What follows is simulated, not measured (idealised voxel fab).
Presented below is a process module, voxel transistor to metal.
Displayed cross-section: cut, width of 150 nm, square cells sized 5 nm.
A cross-section is written here as square cells arranged in a grid, and it is given in bands from the top down, each band taking up one or more rows of cells.
For a band, the entry starts with two heights in nm, that of the top and then that of the bottom, and carries on with the band's materials in order from left to right, each alongside its width in nm; the word "throughout" beside a single material means it fills the band edge to edge, and "blank" means empty space.
Where do heights start? At 0: under that level the wafer as delivered is made of one material only. And the lowest band has no floor; it just carries on downward, as in "0 down".
When a width is written as two numbers, as in "30 to 40", the first number is the width in the top row of cells of the band and the second is the width in its bottom row, and the width changes by the same amount from each row to the next.
For the purposes of this document, the phrase "no change" attached to a step denotes that no cell within the cross-section was modified by that step.
The entry "Closed voids list" lists the empty spaces that cover at least 8 cells and have no open path to the top. Each is written as width x height at distance, where the distance is measured from the left edge and all three values are in nm.
Formally, on a step line, whatever follows the settings is a remark that the simulator itself makes on the step.
The line of a step may include "overlay nm". On a step with a mask, this value is how far to the right of its planned place the mask lay. A negative value means the mask lay to the left.
## Planned step list for the process
1: RECEIVE | material Si
2: CONFORMAL_DEP | material SiO2 | thk nm 5
3: CONFORMAL_DEP | material SiN | thk nm 15
4: DIRECTIONAL_DEP | material aC | thk nm 15
5: PATTERN | tone cover | mask id ACTIVE | material resist | width nm 95 | thk nm 30 | overlay nm 0
6: DIRECTIONAL_ETCH | etch materials aC | depth nm 15
7: STRIP | etch materials resist
8: DIRECTIONAL_ETCH | etch materials SiN | depth nm 15
9: DIRECTIONAL_ETCH | etch materials SiO2 | depth nm 5
10: DIRECTIONAL_ETCH | etch materials Si | depth nm 30
11: STRIP | etch materials aC
12: FILL_DEP | material SiO2 | thk nm 10
13: CMP | height nm 20
14: SELECTIVE_ETCH | etch materials SiO2 | depth nm 10
15: STRIP | etch materials SiN
16: SELECTIVE_ETCH | etch materials SiO2 | depth nm 5
17: OXIDIZE | depth nm 5
18: DIRECTIONAL_DEP | material polySi | thk nm 25
19: DIRECTIONAL_DEP | material SiCN | thk nm 15
20: PATTERN | tone cover | mask id GATE | material resist | width nm 15 | thk nm 15 | overlay nm 0
21: DIRECTIONAL_ETCH | etch materials SiCN | depth nm 25
22: DIRECTIONAL_ETCH | etch materials polySi | depth nm 35
23: STRIP | etch materials resist
24: CONFORMAL_DEP | material SiN | thk nm 10
25: DIRECTIONAL_ETCH | etch materials SiN | depth nm 10
26: DIRECTIONAL_ETCH | etch materials SiO2 | depth nm 5
27: EPI | material SiGe | thk nm 5
28: FILL_DEP | material SiO2 | thk nm 10
29: CMP | height nm 40
30: DIRECTIONAL_DEP | material SiO2 | thk nm 15
31: MASKED_ETCH | tone open | mask id CONTACT | width nm 20 | pitch nm 65 | etch materials SiO2 | depth nm 55 | overlay nm 0
32: CONFORMAL_DEP | material TiN | thk nm 5
33: FILL_DEP | material W | thk nm 10
34: CMP | height nm 55
35: CONFORMAL_DEP | material SiCN | thk nm 5
36: DIRECTIONAL_DEP | material SiO2 | thk nm 25
37: DIRECTIONAL_DEP | material aC | thk nm 10
38: PATTERN | tone open | mask id METAL_1 | material resist | width nm 20 | pitch nm 65 | thk nm 25 | overlay nm 0
39: DIRECTIONAL_ETCH | etch materials aC | depth nm 10
40: STRIP | etch materials resist
41: DIRECTIONAL_ETCH | etch materials SiO2 | depth nm 25
42: DIRECTIONAL_ETCH | etch materials SiCN | depth nm 5
43: STRIP | etch materials aC
44: CONFORMAL_DEP | material TiN | thk nm 5
45: FILL_DEP | material Cu | thk nm 10
46: CMP | height nm 85
47: EPI | material Ru | thk nm 5
48: FILL_DEP | material SiCN | thk nm 5
49: DIRECTIONAL_DEP | material SiO2 | thk nm 25
50: PATTERN | tone open | mask id METAL_2 | material resist | width nm 20 | pitch nm 65 | thk nm 20 | overlay nm 0
51: DIRECTIONAL_ETCH | etch materials SiO2 | depth nm 15
52: STRIP | etch materials resist
53: DIRECTIONAL_DEP | material aC | thk nm 10
54: PATTERN | tone open | mask id METAL_2_HOLES | material resist | width nm 15 | pitch nm 65 | thk nm 30 | overlay nm 0
55: DIRECTIONAL_ETCH | etch materials aC | depth nm 10
56: STRIP | etch materials resist
57: DIRECTIONAL_ETCH | etch materials SiO2 | depth nm 10
58: DIRECTIONAL_ETCH | etch materials SiCN | depth nm 5
59: STRIP | etch materials aC
60: CONFORMAL_DEP | material TiN | thk nm 5
61: FILL_DEP | material Cu | thk nm 5
62: CMP | height nm 120
63: CONFORMAL_DEP | material SiN | thk nm 5
## As-received state of the wafer in cross-section, equivalent to post-step 1
    0 down = Si throughout
    Closed voids list: none
## The first of the two wafers as seen in cross-section once the module was finished; processing followed the plan
    125 to 120 = SiN throughout
    120 to 110 = SiO2=30 / TiN=5 / Cu=10 / TiN=5 / SiO2=45 / TiN=5 / Cu=10 / TiN=5 / SiO2=35
    110 to 105 = SiO2=30 / TiN=5 / Cu=5 / TiN=10 / SiO2=45 / TiN=5 / Cu=5 / TiN=10 / SiO2=35
    105 to 95 = SiO2=30 / TiN=5 / Cu=5 / TiN=5 / SiO2=50 / TiN=5 / Cu=5 / TiN=5 / SiO2=40
    95 to 90 = SiCN=30 / TiN=15 / SiCN=50 / TiN=15 / SiCN=40
    90 to 85 = SiCN=25 / Ru=30 / SiCN=35 / Ru=30 / SiCN=30
    85 to 60 = SiO2=30 / TiN=5 / Cu=10 / TiN=5 / SiO2=45 / TiN=5 / Cu=10 / TiN=5 / SiO2=35
    60 to 55 = SiCN=30 / TiN=20 / SiCN=45 / TiN=20 / SiCN=35
    55 to 40 = SiO2=30 / TiN=5 / W=10 / TiN=5 / SiO2=45 / TiN=5 / W=10 / TiN=5 / SiO2=35
    40 to 25 = SiO2=30 / TiN=5 / W=10 / TiN=5 / SiO2=5 / SiN=10 / SiCN=15 / SiN=10 / SiO2=5 / TiN=5 / W=10 / TiN=5 / SiO2=35
    25 to 5 = SiO2=30 / TiN=5 / W=10 / TiN=5 / SiO2=5 / SiN=10 / polySi=15 / SiN=10 / SiO2=5 / TiN=5 / W=10 / TiN=5 / SiO2=35
    5 to 0 = SiO2=20 / SiN=10 / TiN=20 / SiO2=5 / SiN=10 / polySi=15 / SiN=10 / SiO2=5 / TiN=20 / SiN=10 / SiO2=25
    0 to -5 = SiO2=30 / SiGe=25 / SiO2=35 / SiGe=25 / SiO2=35
    -5 to -30 = SiO2=25 / Si=95 / SiO2=30
    -30 down = Si throughout
    Closed voids list: none
## Cross-section, second wafer: same start as the first, same plan as the first, one mistake in running it; taken at the end of the module
    125 to 120 = SiN throughout
    120 to 110 = SiO2=30 / TiN=5 / Cu=10 / TiN=5 / SiO2=45 / TiN=5 / Cu=10 / TiN=5 / SiO2=35
    110 to 105 = SiO2=30 / TiN=5 / Cu=5 / TiN=10 / SiO2=45 / TiN=5 / Cu=5 / TiN=10 / SiO2=35
    105 to 95 = SiO2=30 / TiN=5 / Cu=5 / TiN=5 / SiO2=50 / TiN=5 / Cu=5 / TiN=5 / SiO2=40
    95 to 90 = SiCN=30 / TiN=15 / SiCN=50 / TiN=15 / SiCN=40
    90 to 85 = SiCN=25 / Ru=30 / SiCN=35 / Ru=30 / SiCN=30
    85 to 80 = SiCN=30 / TiN=20 / SiCN=45 / TiN=20 / SiCN=35
    80 to 55 = SiO2 throughout
    55 to 40 = SiO2=30 / TiN=5 / W=10 / TiN=5 / SiO2=45 / TiN=5 / W=10 / TiN=5 / SiO2=35
    40 to 25 = SiO2=30 / TiN=5 / W=10 / TiN=5 / SiO2=5 / SiN=10 / SiCN=15 / SiN=10 / SiO2=5 / TiN=5 / W=10 / TiN=5 / SiO2=35
    25 to 5 = SiO2=30 / TiN=5 / W=10 / TiN=5 / SiO2=5 / SiN=10 / polySi=15 / SiN=10 / SiO2=5 / TiN=5 / W=10 / TiN=5 / SiO2=35
    5 to 0 = SiO2=20 / SiN=10 / TiN=20 / SiO2=5 / SiN=10 / polySi=15 / SiN=10 / SiO2=5 / TiN=20 / SiN=10 / SiO2=25
    0 to -5 = SiO2=30 / SiGe=25 / SiO2=35 / SiGe=25 / SiO2=35
    -5 to -30 = SiO2=25 / Si=95 / SiO2=30
    -30 down = Si throughout
    Closed voids list: none
In executing the process, a mistake was made relative to the plan: swap of plan steps 35 and 36 during execution
Count the cells at the end and the second wafer has more or fewer of some materials than the first: 20 fewer of Cu | 40 more of SiO2 | 20 fewer of TiN
